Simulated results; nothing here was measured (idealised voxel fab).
This is a process module. Its name is voxel self aligned vias.
We display cut, a cross-section 280 nm in width whose square cells are each 5 nm.
Each cross-section below is a grid of square cells, stated as bands in top-down order, with one or more rows of cells making up each band.
This entry defines a band. It first specifies the height of the band's top and the height of its bottom in nm, and then specifies the band's materials from left to right, stating each material with its width in nm. The word "everywhere" identifies a single material that fills the band from edge to edge, while the word "air" identifies empty space.
The level at which height equals 0 is the one under which the wafer, as it arrives, is entirely one material. No lower edge exists for the bottom band, which continues downward and is notated as in "0 -> down".
A width such as "30 to 40" changes by the same amount from each row of cells to the next, from the band's top row to its bottom row.
The cross-section has no changed cell in any step marked "left unchanged".
"Entrapped void list" contains a list of empty spaces, each no smaller than 8 cells and without an open way to the top, written in the form width x height at distance with the distance from the left edge and all three in nm.
Post-settings text on a step line: simulator's own remark regarding the step.
"overlay nm" answers the question of how far to the right of plan the mask lay on a step that has a mask, and when it is negative the answer is to the left.
Steps in the process plan:
1,op RECEIVE | material Si
2,op CONFORMAL_DEP | material SiO2 | thk nm 10
3,op CONFORMAL_DEP | material SiCN | thk nm 5
4,op DIRECTIONAL_DEP | material lowk | thk nm 20
5,op DIRECTIONAL_DEP | material aC | thk nm 10
6,op PATTERN | tone open | mask id LINES | material resist | width nm 25 | pitch nm 70 | thk nm 25 | overlay nm 0
7,op DIRECTIONAL_ETCH | etch materials aC | depth nm 10
8,op STRIP | etch materials resist
9,op DIRECTIONAL_ETCH | etch materials lowk | depth nm 20
10,op STRIP | etch materials aC
11,op CONFORMAL_DEP | material TiN | thk nm 5
12,op FILL_DEP | material Ru | thk nm 10
13,op CMP | height nm 35
14,op SELECTIVE_ETCH | etch materials W Ru TiN | depth nm 10
15,op FILL_DEP | material SiN | thk nm 10
16,op CMP | height nm 35
17,op DIRECTIONAL_DEP | material lowk | thk nm 15
18,op DIRECTIONAL_DEP | material aC | thk nm 15
19,op PATTERN | tone open | mask id VIAS | material resist | width nm 45 | pitch nm 70 | thk nm 30 | overlay nm 0
20,op DIRECTIONAL_ETCH | etch materials aC | depth nm 15
21,op STRIP | etch materials resist
22,op DIRECTIONAL_ETCH | etch materials lowk | depth nm 15
23,op DIRECTIONAL_ETCH | etch materials SiN | depth nm 10
24,op STRIP | etch materials aC
25,op CONFORMAL_DEP | material TiN | thk nm 5
26,op FILL_DEP | material W | thk nm 10
27,op CMP | height nm 50
28,op CONFORMAL_DEP | material SiCN | thk nm 5
Incoming wafer in cross-section (state: after step 1):
	0 -> down = Si everywhere
	Entrapped void list: none
This is how the wafer looks in cross-section once the module is done, given the starting state and plan above and one mistake in carrying the plan out:
	55 -> 50 = SiCN everywhere
	50 -> 35 = lowk 45, TiN 5, W 35, TiN 5, lowk 25, TiN 5, W 35, TiN 5, lowk 25, TiN 5, W 35, TiN 5, lowk 50
	35 -> 30 = SiN 45, TiN 5, W 35, TiN 5, SiN 25, TiN 5, W 35, TiN 5, SiN 25, TiN 5, W 35, TiN 5, SiN 50
	30 -> 25 = SiN 45, TiN 45, SiN 25, TiN 45, SiN 25, TiN 45, SiN 50
	25 -> 10 = lowk 55, TiN 5, Ru 15, TiN 5, lowk 45, TiN 5, Ru 15, TiN 5, lowk 45, TiN 5, Ru 15, TiN 5, lowk 60
	10 -> 5 = lowk 55, TiN 25, lowk 45, TiN 25, lowk 45, TiN 25, lowk 60
	5 -> 0 = SiCN everywhere
	0 -> down = Si everywhere
	Entrapped void list: none
In executing the process, a mistake was made relative to the plan: step 2 in the plan did not get run; it was skipped
